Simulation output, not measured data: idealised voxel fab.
The following is a process module called voxel trench capacitor.
The width of the displayed cross-section, cut, is 245 nm; its cells are square, with a size of 5 nm.
Throughout this document, each cross-section is represented as a grid of square cells and is presented as a sequence of bands enumerated from the top downward, where a band comprises one or more rows of cells.
It is stipulated that each band's entry specify, in nanometres, the height of the top of the band and then that of its bottom, followed by the materials of the band in left-to-right sequence, each together with its width in nanometres. A single material marked by the word "edge to edge" is understood to fill the band from edge to edge; the word "air" is understood to denote empty space.
Where do heights start? At 0: under that level the wafer as delivered is made of one material only. And the lowest band has no floor; it just carries on downward, as in "top 0, no bottom".
A width such as "30..40" changes by the same amount from each row of cells to the next, from the band's top row to its bottom row.
Key: "nothing got changed" - step with no changed cell in the cross-section.
"Listed closed voids" - sealed voids, min. 8 cells, no opening to top; format: width x height at distance (distance from left edge; nm throughout).
On each step's line, the part that comes after the settings is the simulator's own comment on the step.
"overlay nm" denotes, for a step that has a mask, the displacement of the mask to the right of its planned place, with negative values corresponding to the left.
-- Set out below are the planned steps of the process
step 1: RECEIVE (material Si)
step 2: CONFORMAL_DEP (material SiN; thk nm 5)
step 3: DIRECTIONAL_DEP (material aC; thk nm 10)
step 4: PATTERN (tone open; mask id TRENCH; material resist; width nm 25; pitch nm 40; thk nm 25; overlay nm 0)
step 5: DIRECTIONAL_ETCH (etch materials aC; depth nm 10)
step 6: STRIP (etch materials resist)
step 7: DIRECTIONAL_ETCH (etch materials SiN; depth nm 5)
step 8: DIRECTIONAL_ETCH (etch materials Si; depth nm 30)
step 9: STRIP (etch materials aC)
step 10: CONFORMAL_DEP (material HfO2; thk nm 5)
step 11: CONFORMAL_DEP (material TiN; thk nm 5)
step 12: FILL_DEP (material W; thk nm 5)
step 13: CMP (height nm 5)
-- First of the two wafers, run per plan
-- Cross-section of the incoming wafer, state after step 1
top 0, no bottom: Si edge to edge
Listed closed voids: none
-- Cross-sectional representation of the wafer at the conclusion of step 2
top 5, bottom 0: SiN edge to edge
Nothing below the height 0 has changed.
-- Cross-sectional representation of the wafer at the conclusion of step 3
top 15, bottom 5: aC edge to edge
Nothing below the height 5 has changed.
-- Cross-sectional representation of the wafer at the conclusion of step 4
top 40, bottom 15: resist 70 | air 25 | resist 15 | air 25 | resist 15 | air 25 | resist 70
Nothing below the height 15 has changed.
-- Cross-sectional representation of the wafer at the conclusion of step 5
top 30, bottom 15: resist 70 | air 25 | resist 15 | air 25 | resist 15 | air 25 | resist 70
top 15, bottom 5: aC 70 | air 25 | aC 15 | air 25 | aC 15 | air 25 | aC 70
Nothing below the height 5 has changed.
-- Cross-sectional representation of the wafer at the conclusion of step 6
top 15, bottom 5: aC 70 | air 25 | aC 15 | air 25 | aC 15 | air 25 | aC 70
Nothing below the height 5 has changed.
-- Cross-sectional representation of the wafer at the conclusion of step 7
top 15, bottom 5: aC 70 | air 25 | aC 15 | air 25 | aC 15 | air 25 | aC 70
top 5, bottom 0: SiN 70 | air 25 | SiN 15 | air 25 | SiN 15 | air 25 | SiN 70
Nothing below the height 0 has changed.
-- Cross-sectional representation of the wafer at the conclusion of step 8
top 15, bottom 5: aC 70 | air 25 | aC 15 | air 25 | aC 15 | air 25 | aC 70
top 5, bottom 0: SiN 70 | air 25 | SiN 15 | air 25 | SiN 15 | air 25 | SiN 70
top 0, bottom -30: Si 70 | air 25 | Si 15 | air 25 | Si 15 | air 25 | Si 70
Nothing below the height -30 has changed.
-- Cross-sectional representation of the wafer at the conclusion of step 9
top 5, bottom 0: SiN 70 | air 25 | SiN 15 | air 25 | SiN 15 | air 25 | SiN 70
Nothing below the height 0 has changed.
-- Cross-sectional representation of the wafer at the conclusion of step 10
top 10, bottom 5: HfO2 75 | air 15 | HfO2 25 | air 15 | HfO2 25 | air 15 | HfO2 75
top 5, bottom 0: SiN 70 | HfO2 5 | air 15 | HfO2 5 | SiN 15 | HfO2 5 | air 15 | HfO2 5 | SiN 15 | HfO2 5 | air 15 | HfO2 5 | SiN 70
top 0, bottom -25: Si 70 | HfO2 5 | air 15 | HfO2 5 | Si 15 | HfO2 5 | air 15 | HfO2 5 | Si 15 | HfO2 5 | air 15 | HfO2 5 | Si 70
top -25, bottom -30: Si 70 | HfO2 25 | Si 15 | HfO2 25 | Si 15 | HfO2 25 | Si 70
Nothing below the height -30 has changed.
-- Cross-sectional representation of the wafer at the conclusion of step 11
top 15, bottom 10: TiN 80 | air 5 | TiN 35 | air 5 | TiN 35 | air 5 | TiN 80
top 10, bottom 5: HfO2 75 | TiN 5 | air 5 | TiN 5 | HfO2 25 | TiN 5 | air 5 | TiN 5 | HfO2 25 | TiN 5 | air 5 | TiN 5 | HfO2 75
top 5, bottom 0: SiN 70 | HfO2 5 | TiN 5 | air 5 | TiN 5 | HfO2 5 | SiN 15 | HfO2 5 | TiN 5 | air 5 | TiN 5 | HfO2 5 | SiN 15 | HfO2 5 | TiN 5 | air 5 | TiN 5 | HfO2 5 | SiN 70
top 0, bottom -20: Si 70 | HfO2 5 | TiN 5 | air 5 | TiN 5 | HfO2 5 | Si 15 | HfO2 5 | TiN 5 | air 5 | TiN 5 | HfO2 5 | Si 15 | HfO2 5 | TiN 5 | air 5 | TiN 5 | HfO2 5 | Si 70
top -20, bottom -25: Si 70 | HfO2 5 | TiN 15 | HfO2 5 | Si 15 | HfO2 5 | TiN 15 | HfO2 5 | Si 15 | HfO2 5 | TiN 15 | HfO2 5 | Si 70
Nothing below the height -25 has changed.
-- Cross-sectional representation of the wafer at the conclusion of step 12
top 20, bottom 15: W edge to edge
top 15, bottom 10: TiN 80 | W 5 | TiN 35 | W 5 | TiN 35 | W 5 | TiN 80
top 10, bottom 5: HfO2 75 | TiN 5 | W 5 | TiN 5 | HfO2 25 | TiN 5 | W 5 | TiN 5 | HfO2 25 | TiN 5 | W 5 | TiN 5 | HfO2 75
top 5, bottom 0: SiN 70 | HfO2 5 | TiN 5 | W 5 | TiN 5 | HfO2 5 | SiN 15 | HfO2 5 | TiN 5 | W 5 | TiN 5 | HfO2 5 | SiN 15 | HfO2 5 | TiN 5 | W 5 | TiN 5 | HfO2 5 | SiN 70
top 0, bottom -20: Si 70 | HfO2 5 | TiN 5 | W 5 | TiN 5 | HfO2 5 | Si 15 | HfO2 5 | TiN 5 | W 5 | TiN 5 | HfO2 5 | Si 15 | HfO2 5 | TiN 5 | W 5 | TiN 5 | HfO2 5 | Si 70
Nothing below the height -20 has changed.
-- Cross-sectional representation of the wafer at the conclusion of step 13
top 5, bottom 0: SiN 70 | HfO2 5 | TiN 5 | W 5 | TiN 5 | HfO2 5 | SiN 15 | HfO2 5 | TiN 5 | W 5 | TiN 5 | HfO2 5 | SiN 15 | HfO2 5 | TiN 5 | W 5 | TiN 5 | HfO2 5 | SiN 70
Nothing below the height 0 has changed.
-- What follows concerns the second wafer, which started out like the first and was meant to follow the very same plan; one mistake crept in when it was run, but everything up to and including step 9 is the same as for the first wafer
Cross-section, second wafer, at the end time the plan gives for step 10: nothing got changed
-- Cross-section, second wafer, at the end time the plan gives for step 11
top 10, bottom 5: TiN 75 | air 15 | TiN 25 | air 15 | TiN 25 | air 15 | TiN 75
top 5, bottom 0: SiN 70 | TiN 5 | air 15 | TiN 5 | SiN 15 | TiN 5 | air 15 | TiN 5 | SiN 15 | TiN 5 | air 15 | TiN 5 | SiN 70
top 0, bottom -25: Si 70 | TiN 5 | air 15 | TiN 5 | Si 15 | TiN 5 | air 15 | TiN 5 | Si 15 | TiN 5 | air 15 | TiN 5 | Si 70
top -25, bottom -30: Si 70 | TiN 25 | Si 15 | TiN 25 | Si 15 | TiN 25 | Si 70
Nothing below the height -30 has changed.
-- Cross-section, second wafer, at the end time the plan gives for step 12
top 15, bottom 10: W edge to edge
top 10, bottom 5: TiN 75 | W 15 | TiN 25 | W 15 | TiN 25 | W 15 | TiN 75
top 5, bottom 0: SiN 70 | TiN 5 | W 15 | TiN 5 | SiN 15 | TiN 5 | W 15 | TiN 5 | SiN 15 | TiN 5 | W 15 | TiN 5 | SiN 70
top 0, bottom -25: Si 70 | TiN 5 | W 15 | TiN 5 | Si 15 | TiN 5 | W 15 | TiN 5 | Si 15 | TiN 5 | W 15 | TiN 5 | Si 70
Nothing below the height -25 has changed.
-- Cross-section, second wafer, at the end time the plan gives for step 13
top 5, bottom 0: SiN 70 | TiN 5 | W 15 | TiN 5 | SiN 15 | TiN 5 | W 15 | TiN 5 | SiN 15 | TiN 5 | W 15 | TiN 5 | SiN 70
Nothing below the height 0 has changed.
what went wrong: it should be noted that step 10 of the plan was omitted and was not performed
The second wafer ends with more or fewer cells of some materials than the first, per final count: 51 fewer of HfO2; 12 more of TiN; 39 more of W
